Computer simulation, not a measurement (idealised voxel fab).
You're looking at the process module voxel capacitor over wiring.
cross-section cut | 140 nm wide | cells 5 nm
A cross-section in this document is a grid of square cells, and it is written down as bands, the top band listed before the ones below it; a band is made up of one or more rows of cells. Top, bottom (nm), then materials left to right with widths (nm); lone material tagged "edge to edge" fills the whole band edge to edge; "empty" = empty space. Basically, 0 is our baseline, since under it the wafer straight out of the box is all one material. The bottom band has no lower end and keeps on going down, so it looks like "0..down". Width "30..40": first value at the band's top row of cells, second value at its bottom row, equal change from row to row. Where the words "identical to before" appear for a step, the cross-section shows no cell changed by that step; every cell remained as before. For the entry "Internal closed voids", the listed items are empty spaces with no open way to the top whose size is 8 cells or more; each item follows the pattern width x height at distance, where distance is from the left edge and all three are in nm. If you see something after the settings on a step's line, that's the simulator's own remark about that step. overlay nm: where the mask lay relative to plan, measured to the right, on steps with a mask; negatives go left.

## Below is the list of planned process steps
1: RECEIVE with material Si
2: CONFORMAL_DEP with material SiO2, thk nm 10
3: CONFORMAL_DEP with material SiN, thk nm 5
4: DIRECTIONAL_DEP with material SiO2, thk nm 15
5: DIRECTIONAL_DEP with material aC, thk nm 10
6: PATTERN with tone open, mask id METAL_1, material resist, width nm 25, pitch nm 80, thk nm 25, overlay nm 0
7: DIRECTIONAL_ETCH with etch materials aC, depth nm 10
8: STRIP with etch materials resist
9: DIRECTIONAL_ETCH with etch materials SiO2, depth nm 15
10: DIRECTIONAL_ETCH with etch materials SiN, depth nm 5
11: STRIP with etch materials aC
12: CONFORMAL_DEP with material TiN, thk nm 5
13: FILL_DEP with material W, thk nm 10
14: CMP with height nm 30
15: EPI with material Ru, thk nm 5
16: FILL_DEP with material SiCN, thk nm 5
17: DIRECTIONAL_DEP with material SiO2, thk nm 20
18: DIRECTIONAL_DEP with material aC, thk nm 15
19: PATTERN with tone open, mask id PLUG_1, material resist, width nm 15, thk nm 30, overlay nm 0
20: DIRECTIONAL_ETCH with etch materials aC, depth nm 15
21: STRIP with etch materials resist
22: DIRECTIONAL_ETCH with etch materials SiO2, depth nm 20
23: DIRECTIONAL_ETCH with etch materials SiCN, depth nm 5
24: STRIP with etch materials aC
25: EPI with material Ru, thk nm 10
26: EPI with material Ru, thk nm 10
27: EPI with material Ru, thk nm 5
28: DIRECTIONAL_DEP with material TiN, thk nm 10
29: DIRECTIONAL_DEP with material SiN, thk nm 5
30: DIRECTIONAL_DEP with material TiN, thk nm 10
31: DIRECTIONAL_DEP with material aC, thk nm 15
32: PATTERN with tone cover, mask id UPPER_PLATE, material resist, width nm 60, thk nm 35, overlay nm 0
33: DIRECTIONAL_ETCH with etch materials aC, depth nm 15
34: STRIP with etch materials resist
35: DIRECTIONAL_ETCH with etch materials TiN, depth nm 10
36: DIRECTIONAL_ETCH with etch materials SiN, depth nm 5
37: STRIP with etch materials aC
38: DIRECTIONAL_DEP with material aC, thk nm 15
39: PATTERN with tone cover, mask id LOWER_PLATE, material resist, width nm 70, thk nm 30, overlay nm 0
40: DIRECTIONAL_ETCH with etch materials aC, depth nm 15
41: STRIP with etch materials resist
42: DIRECTIONAL_ETCH with etch materials TiN, depth nm 10
43: STRIP with etch materials aC
44: FILL_DEP with material SiO2, thk nm 15
45: CMP with height nm 95
46: DIRECTIONAL_DEP with material aC, thk nm 15
47: PATTERN with tone open, mask id PLUG_2, material resist, width nm 15, thk nm 35, overlay nm 0
48: DIRECTIONAL_ETCH with etch materials aC, depth nm 15
49: STRIP with etch materials resist
50: DIRECTIONAL_ETCH with etch materials SiO2, depth nm 10
51: STRIP with etch materials aC
52: CONFORMAL_DEP with material TiN, thk nm 5
53: FILL_DEP with material Cu, thk nm 5
54: CMP with height nm 95
55: CONFORMAL_DEP with material SiCN, thk nm 5

## Wafer as received: cross-section following step 1
- 0..down  Si edge to edge
- Internal closed voids: none

## First wafer of two, sectioned at end of module; run went per plan
- 100..95  SiCN edge to edge
- 95..90  35 of SiO2, 5 of TiN, 5 of Cu, 5 of TiN, 90 of SiO2
- 90..85  35 of SiO2, 15 of TiN, 90 of SiO2
- 85..75  25 of SiO2, 60 of TiN, 55 of SiO2
- 75..70  25 of SiO2, 60 of SiN, 55 of SiO2
- 70..60  20 of SiO2, 70 of TiN, 50 of SiO2
- 60..40  25 of SiO2, 15 of Ru, 100 of SiO2
- 40..35  25 of SiCN, 15 of Ru, 100 of SiCN
- 35..30  10 of SiCN, 35 of Ru, 45 of SiCN, 35 of Ru, 15 of SiCN
- 30..15  15 of SiO2, 5 of TiN, 15 of W, 5 of TiN, 55 of SiO2, 5 of TiN, 15 of W, 5 of TiN, 20 of SiO2
- 15..10  15 of SiN, 25 of TiN, 55 of SiN, 25 of TiN, 20 of SiN
- 10..0  SiO2 edge to edge
- 0..down  Si edge to edge
- Internal closed voids: none

## second wafer at the end: like start, like plan, one mistake
- 100..95  SiCN edge to edge
- 95..90  35 of SiO2, 5 of TiN, 5 of Cu, 5 of TiN, 90 of SiO2
- 90..85  35 of SiO2, 15 of TiN, 90 of SiO2
- 85..75  25 of SiO2, 60 of TiN, 55 of SiO2
- 75..70  25 of SiO2, 60 of SiN, 55 of SiO2
- 70..60  20 of SiO2, 70 of TiN, 50 of SiO2
- 60..40  25 of SiO2, 15 of Ru, 100 of SiO2
- 40..35  25 of SiCN, 15 of Ru, 100 of SiCN
- 35..30  10 of SiCN, 35 of Ru, 45 of SiCN, 35 of Ru, 15 of SiCN
- 30..25  15 of SiN, 25 of TiN, 55 of SiN, 25 of TiN, 20 of SiN
- 25..0  SiO2 edge to edge
- 0..down  Si edge to edge
- Internal closed voids: none
Which mistake was made when the wafer was run? step 4 occupied the plan position of step 3, and the converse holds as well
Heads up, by the end the second wafer has more or fewer cells of some materials compared to the first: SiO2 +30 | TiN -12 | W -18
